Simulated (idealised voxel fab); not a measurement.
The process module that follows is named voxel double patterning.
This is section cut - it's 220 nm across, gridded in 5 nm square cells.
Cross-section format: a grid of square cells, given as bands from top to bottom; each band is one or more rows of cells.
First you get the band's top height and its bottom height, in nm, and then the materials it's made of, left to right, with each width in nm. If you see a single material with "all across", that one covers the band edge to edge. "air" is empty space.
Height datum 0, below which the as-received substrate wafer is one material. Lowest band open at the bottom, running downward: "0 and below".
Width "30 to 40": first value at the band's top row of cells, second value at its bottom row, equal change from row to row.
Key: "everything unchanged" - step with no changed cell in the cross-section.
"Sealed void listing" - sealed voids, min. 8 cells, no opening to top; format: width x height at distance (distance from left edge; nm throughout).
On a step's line, text after the settings is the simulator commenting on that step.
The setting "overlay nm" may be written on the line of a step. When the step uses a mask, the value reports how far to the right of the planned place the mask lay, and a negative value reports that it lay to the left.
[This section lists the process steps that were planned]
step 1: op RECEIVE | material Si
step 2: op CONFORMAL_DEP | material SiO2 | thk nm 5
step 3: op DIRECTIONAL_DEP | material TiN | thk nm 10
step 4: op DIRECTIONAL_DEP | material SiCN | thk nm 5
step 5: op DIRECTIONAL_DEP | material aC | thk nm 10
step 6: op PATTERN | tone open | mask id FIRST | material resist | width nm 15 | pitch nm 50 | thk nm 25 | overlay nm 0
step 7: op DIRECTIONAL_ETCH | etch materials aC | depth nm 10
step 8: op STRIP | etch materials resist
step 9: op DIRECTIONAL_ETCH | etch materials SiCN | depth nm 5
step 10: op STRIP | etch materials aC
step 11: op MASKED_ETCH | tone open | mask id SECOND | width nm 15 | pitch nm 50 | etch materials SiCN | depth nm 5 | overlay nm 0
step 12: op DIRECTIONAL_ETCH | etch materials TiN | depth nm 10
step 13: op STRIP | etch materials SiCN
Variable across wafers: step 11 width nm (plan value is that of the first wafer; starting state common to all).
[Cross-section of the first of several received wafers, showing its state after step 1]
> 0 and below: Si all across
> Sealed void listing: none
[What follows is a table in which each wafer occupies a row; for the wafer as it stands at the close of the module, the row states, material by material, how many cells have been gained (+) or lost (-) since receipt, and then gives its closed voids]
width nm 15; +44 SiO2; +58 TiN; Sealed void listing: none
width nm 20; +44 SiO2; +54 TiN; Sealed void listing: none
width nm 25; +44 SiO2; +50 TiN; Sealed void listing: none
width nm 30; +44 SiO2; +46 TiN; Sealed void listing: none
